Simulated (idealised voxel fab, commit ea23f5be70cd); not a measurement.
This section sets out a process module, namely voxel capacitor over wiring.
FYI the section here is cut, 275 nm wide, cells are 5 nm squares.
Throughout this document, each cross-section is represented as a grid of square cells and is presented as a sequence of bands enumerated from the top downward, where a band comprises one or more rows of cells. Within each band entry, the heights of the top and of the bottom of the band appear first, in that order and in nm; the materials of the band then follow from left to right, each with its corresponding width in nm. The designation "all across" on a single material indicates that it fills the band from edge to edge; the designation "empty" indicates empty space. Where do heights start? At 0: under that level the wafer as delivered is made of one material only. And the lowest band has no floor; it just carries on downward, as in "0 -> down". Think of "30 to 40" as a width that walks from the first number to the second as you go down the band, top row to bottom row, taking equal-sized steps from row to row. "no modification" for a step: no cell of the cross-section changed in that step. "Completely enclosed voids" means: voids of 8 cells or more that are shut off from the top with no open way through. Written width x height at distance, distance from the left edge, in nm. Heads up: the bit after the settings on a step's line is the simulator's remark on that step. overlay nm: right-of-plan distance of the mask on a masked step; negative values mean left-of-plan.

**Below is the list of planned process steps**
| 1 | RECEIVE,material Si |
| 2 | CONFORMAL_DEP,material SiO2,thk nm 10 |
| 3 | DIRECTIONAL_DEP,material TiN,thk nm 5 |
| 4 | DIRECTIONAL_DEP,material Ru,thk nm 20 |
| 5 | PATTERN,tone cover,mask id METAL_1,material resist,width nm 20,pitch nm 75,thk nm 20,overlay nm 0 |
| 6 | DIRECTIONAL_ETCH,etch materials Ru,depth nm 20 |
| 7 | DIRECTIONAL_ETCH,etch materials TiN,depth nm 5 |
| 8 | STRIP,etch materials resist |
| 9 | CONFORMAL_DEP,material SiN,thk nm 5 |
| 10 | FILL_DEP,material SiO2,thk nm 5 |
| 11 | CMP,height nm 35 |
| 12 | CONFORMAL_DEP,material SiCN,thk nm 5 |
| 13 | DIRECTIONAL_DEP,material SiO2,thk nm 15 |
| 14 | DIRECTIONAL_DEP,material aC,thk nm 15 |
| 15 | PATTERN,tone open,mask id PLUG_1,material resist,width nm 15,thk nm 30,overlay nm 0 |
| 16 | DIRECTIONAL_ETCH,etch materials aC,depth nm 15 |
| 17 | STRIP,etch materials resist |
| 18 | DIRECTIONAL_ETCH,etch materials SiO2,depth nm 15 |
| 19 | DIRECTIONAL_ETCH,etch materials SiCN,depth nm 5 |
| 20 | STRIP,etch materials aC |
| 21 | CONFORMAL_DEP,material TiN,thk nm 5 |
| 22 | FILL_DEP,material Ru,thk nm 5 |
| 23 | CMP,height nm 55 |
| 24 | DIRECTIONAL_DEP,material TiN,thk nm 5 |
| 25 | DIRECTIONAL_DEP,material Al2O3,thk nm 5 |
| 26 | DIRECTIONAL_DEP,material TiN,thk nm 5 |
| 27 | MASKED_ETCH,tone cover,mask id UPPER_PLATE,width nm 60,etch materials TiN,depth nm 5,overlay nm 0 |
| 28 | MASKED_ETCH,tone cover,mask id UPPER_PLATE,width nm 60,etch materials Al2O3,depth nm 5,overlay nm 0 |
| 29 | PATTERN,tone cover,mask id LOWER_PLATE,material resist,width nm 70,thk nm 15,overlay nm 0 |
| 30 | DIRECTIONAL_ETCH,etch materials TiN,depth nm 5 |
| 31 | STRIP,etch materials resist |
| 32 | FILL_DEP,material SiO2,thk nm 15 |
| 33 | CMP,height nm 80 |
| 34 | PATTERN,tone open,mask id PLUG_2,material resist,width nm 15,thk nm 20,overlay nm 0 |
| 35 | DIRECTIONAL_ETCH,etch materials SiO2,depth nm 10 |
| 36 | STRIP,etch materials resist |
| 37 | CONFORMAL_DEP,material TiN,thk nm 5 |
| 38 | FILL_DEP,material Ru,thk nm 5 |
| 39 | CMP,height nm 80 |
| 40 | CONFORMAL_DEP,material SiCN,thk nm 5 |

**Wafer as received: cross-section following step 1**
- 0 -> down  Si all across
- Completely enclosed voids: none

**This is how the wafer looks in cross-section once the module is done, given the starting state and plan above and one mistake in carrying the plan out**
- 85 -> 80  SiCN all across
- 80 -> 75  105 SiO2, 5 TiN, 5 Ru, 5 TiN, 155 SiO2
- 75 -> 70  105 SiO2, 15 TiN, 155 SiO2
- 70 -> 65  SiO2 all across
- 65 -> 60  95 SiO2, 60 Al2O3, 120 SiO2
- 60 -> 55  90 SiO2, 70 TiN, 115 SiO2
- 55 -> 40  95 SiO2, 5 TiN, 5 Ru, 5 TiN, 165 SiO2
- 40 -> 35  95 SiCN, 15 TiN, 165 SiCN
- 35 -> 15  85 SiO2, 5 SiN, 20 Ru, 5 SiN, 45 SiO2, 5 SiN, 20 Ru, 5 SiN, 85 SiO2
- 15 -> 10  90 SiN, 20 TiN, 55 SiN, 20 TiN, 90 SiN
- 10 -> 0  SiO2 all across
- 0 -> down  Si all across
- Completely enclosed voids: none
Against the plan, the run slipped here: step 26 of the plan did not run at all; it was left out
